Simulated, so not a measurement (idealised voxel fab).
This is a process module. Its name is voxel plated lines.
Square cell edge 5 nm, section width 145 nm, ID cut.
Format of a cross-section: grid, square cells. Given as bands. Order: top down. Band: one or more rows of cells. In this notation a band is specified by the heights of its top and bottom, in that order and in nm, after which its materials appear from left to right, each paired with its width in nm. The word "full width" attached to a single material means that material fills the band from edge to edge; the word "empty" stands for empty space. The reference from which all heights are counted is 0, the level beneath which the as-received wafer is entirely one material; the lowest band, having no lower bound, proceeds downward and is written after the example "0 nm and below". So if you see something like "30->40" for the width, read it as the top row of the band sitting at the first number and the bottom row at the second, with every row in between moving by the same amount as the last. "all unchanged", as given for a step, is the statement that not any cell of the cross-section underwent a change during that step. Empty spaces counting at least 8 cells and having no open way to the top are listed in "Sealed internal voids". The notation width x height at distance is used for each, the distance being from the left edge and all three values in nm. Post-settings text on a step line: simulator's own remark regarding the step. overlay nm: mask offset rightward from planned place, masked step; negative means leftward offset.
Listed below are the process steps as planned
- 1: RECEIVE [material Si]
- 2: CONFORMAL_DEP [material Al2O3] [thk nm 10]
- 3: DIRECTIONAL_DEP [material TiN] [thk nm 5]
- 4: PATTERN [tone open] [mask id LINES] [material resist] [width nm 30] [pitch nm 45] [thk nm 20] [overlay nm 0]
- 5: EPI [material Ru] [thk nm 5]
- 6: STRIP [etch materials resist]
- 7: DIRECTIONAL_ETCH [etch materials TiN] [depth nm 5]
- 8: CONFORMAL_DEP [material SiO2] [thk nm 5]
Cross-sectional view of the wafer in its as-received condition, corresponding to the state after step 1
> 0 nm and below: Si full width
> Sealed internal voids: none
Wafer cross-section at module end: first of two, run to plan
> 25 nm to 20 nm: 30 empty / 40 SiO2 / 5 empty / 40 SiO2 / 30 empty
> 20 nm to 15 nm: 30 empty / 5 SiO2 / 30 Ru / 5 SiO2 / 5 empty / 5 SiO2 / 30 Ru / 5 SiO2 / 30 empty
> 15 nm to 10 nm: 35 SiO2 / 30 TiN / 15 SiO2 / 30 TiN / 35 SiO2
> 10 nm to 0 nm: Al2O3 full width
> 0 nm and below: Si full width
> Sealed internal voids: none
Cross-sectional view: second of two wafers, end of module; start and plan identical to the first, one mistake in running
> 25 nm to 20 nm: 35 empty / 30 SiO2 / 15 empty / 30 SiO2 / 35 empty
> 20 nm to 15 nm: 35 empty / 5 SiO2 / 20 Ru / 5 SiO2 / 15 empty / 5 SiO2 / 20 Ru / 5 SiO2 / 35 empty
> 15 nm to 10 nm: 40 SiO2 / 20 TiN / 25 SiO2 / 20 TiN / 40 SiO2
> 10 nm to 0 nm: Al2O3 full width
> 0 nm and below: Si full width
> Sealed internal voids: none
Short version of what went wrong: it should be noted that step 4 was executed with settings other than those planned, the operation and settings actually applied being PATTERN [tone open] [mask id LINES] [material resist] [width nm 20] [pitch nm 45] [thk nm 20] [overlay nm 0]
Looking at both finished wafers in cells, the second ends up ahead of or behind the first on some materials: Ru: 4 fewer; TiN: 4 fewer
